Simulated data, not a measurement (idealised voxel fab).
The process module presented herein is designated voxel capacitor over wiring.
This is section cut - it's 280 nm across, gridded in 5 nm square cells.
If you're reading a cross-section in this doc, picture square cells in a grid; it comes to you as bands, top ones listed first down to the bottom, and a band can be one or more rows of cells.
Band: top and bottom heights (nm) first, top before bottom; then materials from left to right, widths in nm. "edge to edge" marks a sole material filling the band edge to edge. "empty" denotes empty space.
Heights from 0 (as-received wafer is one material below). Bottom band endless downward, as "0 nm and below".
With a width like "30..40", each row of cells in the band differs from the next by the same amount, the top row carrying the first number and the bottom row the second.
"all unchanged" -> step changed no cross-section cell.
Listed in "Cavities, sealed": every empty space of 8 or more cells without an open way to the top. Form: width x height at distance, the distance being from the left edge, all in nm.
Post-settings text on a step line: simulator's own remark regarding the step.
A step's line can hold "overlay nm"; with a mask on that step, the setting says how far right of the planned place the mask lay, while a negative setting says it lay to the left.

THESE ARE THE STEPS WE PLANNED FOR THE PROCESS
1. RECEIVE, material Si
2. CONFORMAL_DEP, material SiO2, thk nm 10
3. CONFORMAL_DEP, material SiN, thk nm 5
4. DIRECTIONAL_DEP, material lowk, thk nm 25
5. PATTERN, tone open, mask id METAL_1, material resist, width nm 30, pitch nm 80, thk nm 20, overlay nm 0
6. DIRECTIONAL_ETCH, etch materials lowk, depth nm 25
7. DIRECTIONAL_ETCH, etch materials SiN, depth nm 5
8. STRIP, etch materials resist
9. CONFORMAL_DEP, material TiN, thk nm 5
10. FILL_DEP, material Cu, thk nm 10
11. CMP, height nm 40
12. CONFORMAL_DEP, material SiCN, thk nm 5
13. DIRECTIONAL_DEP, material lowk, thk nm 20
14. DIRECTIONAL_DEP, material aC, thk nm 15
15. PATTERN, tone open, mask id PLUG_1, material resist, width nm 15, thk nm 35, overlay nm 0
16. DIRECTIONAL_ETCH, etch materials aC, depth nm 15
17. STRIP, etch materials resist
18. DIRECTIONAL_ETCH, etch materials lowk, depth nm 20
19. DIRECTIONAL_ETCH, etch materials SiCN, depth nm 5
20. STRIP, etch materials aC
21. CONFORMAL_DEP, material TiN, thk nm 5
22. FILL_DEP, material Ru, thk nm 10
23. CMP, height nm 65
24. DIRECTIONAL_DEP, material TiN, thk nm 10
25. DIRECTIONAL_DEP, material HfO2, thk nm 5
26. DIRECTIONAL_DEP, material TiN, thk nm 5
27. PATTERN, tone cover, mask id UPPER_PLATE, material resist, width nm 55, thk nm 15, overlay nm 0
28. DIRECTIONAL_ETCH, etch materials TiN, depth nm 5
29. DIRECTIONAL_ETCH, etch materials HfO2, depth nm 5
30. STRIP, etch materials resist
31. PATTERN, tone cover, mask id LOWER_PLATE, material resist, width nm 65, thk nm 15, overlay nm 0
32. DIRECTIONAL_ETCH, etch materials TiN, depth nm 10
33. STRIP, etch materials resist
34. FILL_DEP, material SiO2, thk nm 20
35. CMP, height nm 100
36. PATTERN, tone open, mask id PLUG_2, material resist, width nm 15, thk nm 20, overlay nm 0
37. DIRECTIONAL_ETCH, etch materials SiO2, depth nm 15
38. STRIP, etch materials resist
39. CONFORMAL_DEP, material TiN, thk nm 5
40. FILL_DEP, material Ru, thk nm 10
41. CMP, height nm 100
42. CONFORMAL_DEP, material SiN, thk nm 5

CROSS-SECTION OF THE WAFER AT RECEIPT, WHICH IS THE CONDITION AFTER STEP 1
	0 nm and below: Si edge to edge
	Cavities, sealed: none

HERE'S THE WAFER CUT IN CROSS-SECTION AFTER THE MODULE, STARTED AND PLANNED JUST LIKE ABOVE, EXCEPT ONE THING WAS DONE WRONG IN THE RUN
	105 nm to 100 nm: SiN edge to edge
	100 nm to 90 nm: 110 of SiO2 / 5 of TiN / 5 of Ru / 5 of TiN / 155 of SiO2
	90 nm to 80 nm: 110..100 of SiO2 / 15..55 of TiN / 155..125 of SiO2
	80 nm to 75 nm: 100 of SiO2 / 55 of HfO2 / 125 of SiO2
	75 nm to 65 nm: 95 of SiO2 / 65 of TiN / 120 of SiO2
	65 nm to 45 nm: 100 of lowk / 5 of TiN / 5 of Ru / 5 of TiN / 165 of lowk
	45 nm to 40 nm: 100 of SiCN / 15 of TiN / 165 of SiCN
	40 nm to 15 nm: 85 of lowk / 5 of TiN / 20 of Cu / 5 of TiN / 50 of lowk / 5 of TiN / 20 of Cu / 5 of TiN / 85 of lowk
	15 nm to 10 nm: 85 of SiN / 30 of TiN / 50 of SiN / 30 of TiN / 85 of SiN
	10 nm to 0 nm: Ru edge to edge
	0 nm and below: Si edge to edge
	Cavities, sealed: none
Plan not followed: the process deviated at step 2: the operation and settings actually run there were CONFORMAL_DEP, material Ru, thk nm 10
